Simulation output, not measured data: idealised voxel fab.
Process module heading - voxel capacitor over wiring
The cross-section shown here is cut; it is 275 nm wide and divided into square cells measuring 5 nm on a side.
The cross-sections in this document take the form of a grid made of square cells. They are written out as bands, in order from top to bottom. Each band consists of one or more rows of cells. Quick guide to a band line: top height, bottom height (nm) up front; then every material left to right with its width in nm. Only one material and it's marked "throughout"? Then it fills the band edge to edge. And "blank" just means empty space. Ref level 0: as-received wafer is one material below here. Bottom band extends down with no lower bound ("from 0 down"). Note: "30..40" means the width goes from the first number (top row of the band) to the second number (bottom row) in equal steps per row of cells. You'll sometimes find "no alterations made" written for a step, and that's the way of saying that nowhere in the cross-section did a cell change during that step. Sealed internal voids: empty space of 8 cells or more with no open way to the top, each as width x height at its distance from the left edge, in nm. On each step's line, the part that comes after the settings is the simulator's own comment on the step. A step's line can hold "overlay nm"; with a mask on that step, the setting says how far right of the planned place the mask lay, while a negative setting says it lay to the left.

This section lists the process steps that were planned
1,RECEIVE [material Si]
2,CONFORMAL_DEP [material SiO2] [thk nm 15]
3,DIRECTIONAL_DEP [material TiN] [thk nm 5]
4,DIRECTIONAL_DEP [material W] [thk nm 20]
5,MASKED_ETCH [tone cover] [mask id METAL_1] [width nm 30] [pitch nm 95] [etch materials W] [depth nm 20] [overlay nm 0]
6,MASKED_ETCH [tone cover] [mask id METAL_1] [width nm 30] [pitch nm 95] [etch materials TiN] [depth nm 5] [overlay nm 0]
7,CONFORMAL_DEP [material SiCN] [thk nm 5]
8,FILL_DEP [material lowk] [thk nm 10]
9,CMP [height nm 40]
10,CONFORMAL_DEP [material SiCN] [thk nm 5]
11,DIRECTIONAL_DEP [material SiO2] [thk nm 15]
12,PATTERN [tone open] [mask id PLUG_1] [material resist] [width nm 15] [thk nm 20] [overlay nm -15]
13,DIRECTIONAL_ETCH [etch materials SiO2] [depth nm 15]
14,DIRECTIONAL_ETCH [etch materials SiCN] [depth nm 5]
15,STRIP [etch materials resist]
16,CONFORMAL_DEP [material TiN] [thk nm 5]
17,FILL_DEP [material Cu] [thk nm 5]
18,CMP [height nm 60]
19,DIRECTIONAL_DEP [material TiN] [thk nm 5]
20,DIRECTIONAL_DEP [material Al2O3] [thk nm 5]
21,DIRECTIONAL_DEP [material TiN] [thk nm 10]
22,DIRECTIONAL_DEP [material aC] [thk nm 10]
23,PATTERN [tone cover] [mask id UPPER_PLATE] [material resist] [width nm 70] [thk nm 30] [overlay nm 0]
24,DIRECTIONAL_ETCH [etch materials aC] [depth nm 10]
25,STRIP [etch materials resist]
26,DIRECTIONAL_ETCH [etch materials TiN] [depth nm 10]
27,DIRECTIONAL_ETCH [etch materials Al2O3] [depth nm 5]
28,STRIP [etch materials aC]
29,MASKED_ETCH [tone cover] [mask id LOWER_PLATE] [width nm 80] [etch materials TiN] [depth nm 5] [overlay nm 0]
30,FILL_DEP [material SiO2] [thk nm 20]
31,CMP [height nm 95]
32,DIRECTIONAL_DEP [material aC] [thk nm 10]
33,PATTERN [tone open] [mask id PLUG_2] [material resist] [width nm 15] [thk nm 30] [overlay nm 0]
34,DIRECTIONAL_ETCH [etch materials aC] [depth nm 10]
35,STRIP [etch materials resist]
36,DIRECTIONAL_ETCH [etch materials SiO2] [depth nm 15]
37,STRIP [etch materials aC]
38,CONFORMAL_DEP [material TiN] [thk nm 5]
39,FILL_DEP [material Ru] [thk nm 5]
40,CMP [height nm 95]
41,CONFORMAL_DEP [material SiCN] [thk nm 5]
Among the wafers covered here, the point of difference is the overlay nm at step 12; their starting state is shared, and the plan presents the value of the first wafer.

Cross-section of the first of several wafers as received (after step 1)
from 0 down  Si throughout
Sealed internal voids: none

Cross-section, first of several wafers, end of module, after last step 41
from 100 to 95  SiCN throughout
from 95 to 85  100 of SiO2, then 5 of TiN, then 5 of Ru, then 5 of TiN, then 160 of SiO2
from 85 to 80  100 of SiO2, then 15 of TiN, then 160 of SiO2
from 80 to 70  90 of SiO2, then 70 of TiN, then 115 of SiO2
from 70 to 65  90 of SiO2, then 70 of Al2O3, then 115 of SiO2
from 65 to 60  85 of SiO2, then 80 of TiN, then 110 of SiO2
from 60 to 45  75 of SiO2, then 5 of TiN, then 5 of Cu, then 5 of TiN, then 185 of SiO2
from 45 to 40  75 of SiCN, then 15 of TiN, then 185 of SiCN
from 40 to 20  70 of lowk, then 5 of SiCN, then 30 of W, then 5 of SiCN, then 55 of lowk, then 5 of SiCN, then 30 of W, then 5 of SiCN, then 70 of lowk
from 20 to 15  75 of SiCN, then 30 of TiN, then 65 of SiCN, then 30 of TiN, then 75 of SiCN
from 15 to 0  SiO2 throughout
from 0 down  Si throughout
Sealed internal voids: none

Cross-sectional view, end of module, last wafer of several
from 100 to 95  SiCN throughout
from 95 to 85  100 of SiO2, then 5 of TiN, then 5 of Ru, then 5 of TiN, then 160 of SiO2
from 85 to 80  100 of SiO2, then 15 of TiN, then 160 of SiO2
from 80 to 70  90 of SiO2, then 70 of TiN, then 115 of SiO2
from 70 to 65  90 of SiO2, then 70 of Al2O3, then 115 of SiO2
from 65 to 60  85 of SiO2, then 80 of TiN, then 110 of SiO2
from 60 to 45  105 of SiO2, then 5 of TiN, then 5 of Cu, then 5 of TiN, then 155 of SiO2
from 45 to 40  105 of SiCN, then 15 of TiN, then 155 of SiCN
from 40 to 20  70 of lowk, then 5 of SiCN, then 30 of W, then 5 of SiCN, then 55 of lowk, then 5 of SiCN, then 30 of W, then 5 of SiCN, then 70 of lowk
from 20 to 15  75 of SiCN, then 30 of TiN, then 65 of SiCN, then 30 of TiN, then 75 of SiCN
from 15 to 0  SiO2 throughout
from 0 down  Si throughout
Sealed internal voids: none

Quick key for the table: a row per wafer, taken at the end of the module. For each material it tells you how many cells the wafer gained (+) or lost (-) since it came in, and the closed voids come after
overlay nm -15; +14 Al2O3; +3 Cu; +2 Ru; +166 SiCN; +639 SiO2; +72 TiN; +48 W; +156 lowk; Sealed internal voids: none
overlay nm -10; +14 Al2O3; +3 Cu; +2 Ru; +166 SiCN; +639 SiO2; +72 TiN; +48 W; +156 lowk; Sealed internal voids: none
overlay nm -5; +14 Al2O3; +3 Cu; +2 Ru; +166 SiCN; +639 SiO2; +72 TiN; +48 W; +156 lowk; Sealed internal voids: none
overlay nm 0; +14 Al2O3; +3 Cu; +2 Ru; +166 SiCN; +639 SiO2; +72 TiN; +48 W; +156 lowk; Sealed internal voids: none
overlay nm 5; +14 Al2O3; +3 Cu; +2 Ru; +166 SiCN; +639 SiO2; +72 TiN; +48 W; +156 lowk; Sealed internal voids: none
overlay nm 10; +14 Al2O3; +3 Cu; +2 Ru; +166 SiCN; +639 SiO2; +72 TiN; +48 W; +156 lowk; Sealed internal voids: none
overlay nm 15; +14 Al2O3; +3 Cu; +2 Ru; +166 SiCN; +639 SiO2; +72 TiN; +48 W; +156 lowk; Sealed internal voids: none
